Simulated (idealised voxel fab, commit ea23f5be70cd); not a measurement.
The following is a process module called voxel gate over fins.
Cross-sectional view cut (width: 265 nm; square cell size: 5 nm).
The cross-sections in this document take the form of a grid made of square cells. They are written out as bands, in order from top to bottom. Each band consists of one or more rows of cells.
Basically the band line says how high the top is and how high the bottom is, in nm, and then what's in it from left to right, every material with its width in nm. Empty space shows up as "empty", and if a single material carries "all across" it runs the full band edge to edge.
For the purposes of this specification, 0 denotes the height below which the wafer in its as-received condition is composed wholly of one material, and the lowermost band, lacking a lower limit, extends downward without end, as expressed in "from 0 down".
Width spec "30..40" -> top row of cells at first value, bottom row at second value, equal per-row change in between.
You'll sometimes find "nothing got changed" written for a step, and that's the way of saying that nowhere in the cross-section did a cell change during that step.
In the "Voids, sealed" entry, you get each enclosed empty space of 8 cells or more, one with no open way to the top, written width x height at distance, distance from the left edge, in nm.
Read whatever lies past the settings on a step's line as the simulator's own remark about the step.
Each step line may optionally specify "overlay nm", which for a step with a mask gives the rightward distance between the mask's planned place and where it lay, a negative value indicating the leftward direction.

# plan
1: RECEIVE | material Si
2: CONFORMAL_DEP | material SiN | thk nm 5
3: DIRECTIONAL_DEP | material aC | thk nm 10
4: PATTERN | tone cover | mask id FINS | material resist | width nm 15 | pitch nm 40 | thk nm 30 | overlay nm 0
5: DIRECTIONAL_ETCH | etch materials aC | depth nm 10
6: STRIP | etch materials resist
7: DIRECTIONAL_ETCH | etch materials SiN | depth nm 5
8: DIRECTIONAL_ETCH | etch materials Si | depth nm 30
9: STRIP | etch materials aC
10: OXIDIZE | depth nm 5
11: FILL_DEP | material SiO2 | thk nm 15
12: CMP | height nm 5
13: SELECTIVE_ETCH | etch materials SiO2 | depth nm 20
14: STRIP | etch materials SiN
15: CONFORMAL_DEP | material HfO2 | thk nm 5
16: CONFORMAL_DEP | material TiN | thk nm 5
17: FILL_DEP | material W | thk nm 15
18: CMP | height nm 20
19: CONFORMAL_DEP | material SiN | thk nm 10

# Incoming wafer in cross-section (state: after step 1)
> from 0 down: Si all across
> Voids, sealed: none

# Run as planned - first of the two wafers cross-sectioned at the end of the module
> from 30 to 20: SiN all across
> from 20 to 10: W all across
> from 10 to 5: W (100); TiN (25); W (15); TiN (25); W (100)
> from 5 to 0: W (100); TiN (5); HfO2 (15); TiN (5); W (15); TiN (5); HfO2 (15); TiN (5); W (100)
> from 0 to -5: W (100); TiN (5); HfO2 (5); Si (5); HfO2 (5); TiN (5); W (15); TiN (5); HfO2 (5); Si (5); HfO2 (5); TiN (5); W (100)
> from -5 to -10: TiN (105); HfO2 (5); Si (5); HfO2 (5); TiN (25); HfO2 (5); Si (5); HfO2 (5); TiN (105)
> from -10 to -15: HfO2 (110); Si (5); HfO2 (35); Si (5); HfO2 (110)
> from -15 to -35: SiO2 (110); Si (5); SiO2 (35); Si (5); SiO2 (110)
> from -35 down: Si all across
> Voids, sealed: none

# Cross-sectional image of the second wafer of the two following completion of the module. Starting state and process plan were the same as for the first wafer; one execution error occurred
> from 30 to 20: SiN all across
> from 20 to 10: W all across
> from 10 to 5: TiN all across
> from 5 to 0: HfO2 all across
> from 0 to -35: SiO2 (110); Si (5); SiO2 (35); Si (5); SiO2 (110)
> from -35 down: Si all across
> Voids, sealed: none
It is concluded that the wafer was processed incorrectly with respect to the plan, in that not run: step 12 of the plan (skipped)
Heads up, by the end the second wafer has more or fewer cells of some materials compared to the first: HfO2 -12, SiO2 +153, TiN -12, W -129
